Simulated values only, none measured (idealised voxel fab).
Presented below is a process module, voxel self aligned vias.
cross-section cut | 255 nm wide | cells 5 nm
For the purposes of this document, a cross-section shall be understood as a grid of square cells, specified as bands listed in top-to-bottom order, each band consisting of one or more rows of cells. Band: top height; bottom height; in nm. Then, left to right: material with width in nm, for each material. "edge to edge": a single material spanning edge to edge. "blank": empty space. Heights are reckoned from 0. Under this level, the received wafer is all of one material. The bottommost band is open-ended downward, for example "0 -> down". Width: "30..40" (first number = top row, second number = bottom row, same change from row to row of cells). Where the words "no change" appear for a step, the cross-section shows no cell changed by that step; every cell remained as before. Closed empty spaces (no open way to the top) of 8 cells or more are what "Enclosed void catalog" lists, each as width x height at distance from the left edge, nm for all three. On each step's line, the part that comes after the settings is the simulator's own comment on the step. If you see "overlay nm" on a step's line and that step has a mask, it's telling you how far right of where it was planned the mask ended up; a negative number means it went left instead.
The steps planned for the process are as follows
- 1: RECEIVE: material Si
- 2: CONFORMAL_DEP: material SiO2, thk nm 10
- 3: CONFORMAL_DEP: material SiCN, thk nm 5
- 4: DIRECTIONAL_DEP: material SiO2, thk nm 20
- 5: DIRECTIONAL_DEP: material aC, thk nm 15
- 6: PATTERN: tone open, mask id LINES, material resist, width nm 30, pitch nm 55, thk nm 35, overlay nm 0
- 7: DIRECTIONAL_ETCH: etch materials aC, depth nm 15
- 8: STRIP: etch materials resist
- 9: DIRECTIONAL_ETCH: etch materials SiO2, depth nm 20
- 10: STRIP: etch materials aC
- 11: CONFORMAL_DEP: material TiN, thk nm 5
- 12: FILL_DEP: material Ru, thk nm 5
- 13: CMP: height nm 35
- 14: SELECTIVE_ETCH: etch materials W Ru TiN, depth nm 5
- 15: FILL_DEP: material SiN, thk nm 10
- 16: CMP: height nm 35
- 17: DIRECTIONAL_DEP: material SiO2, thk nm 20
- 18: PATTERN: tone open, mask id VIAS, material resist, width nm 40, pitch nm 110, thk nm 20, overlay nm 0
- 19: DIRECTIONAL_ETCH: etch materials SiO2, depth nm 20
- 20: DIRECTIONAL_ETCH: etch materials SiN, depth nm 5
- 21: STRIP: etch materials resist
- 22: CONFORMAL_DEP: material TiN, thk nm 5
- 23: FILL_DEP: material W, thk nm 5
- 24: CMP: height nm 55
- 25: CONFORMAL_DEP: material SiCN, thk nm 5
Cross-section of the incoming wafer, state after step 1
0 -> down  Si edge to edge
Enclosed void catalog: none
The plan above was carried out on the starting structure above with one mistake, and this cross-section shows the wafer at the end of the module
60 -> 55  SiCN edge to edge
55 -> 40  50 of SiO2 / 5 of TiN / 30 of W / 5 of TiN / 70 of SiO2 / 5 of TiN / 30 of W / 5 of TiN / 55 of SiO2
40 -> 35  50 of SiO2 / 40 of TiN / 70 of SiO2 / 40 of TiN / 55 of SiO2
35 -> 30  SiCN edge to edge
30 -> 0  SiO2 edge to edge
0 -> down  Si edge to edge
Enclosed void catalog: none
Here's what went sideways: order of steps 3 and 4 inverted relative to the plan
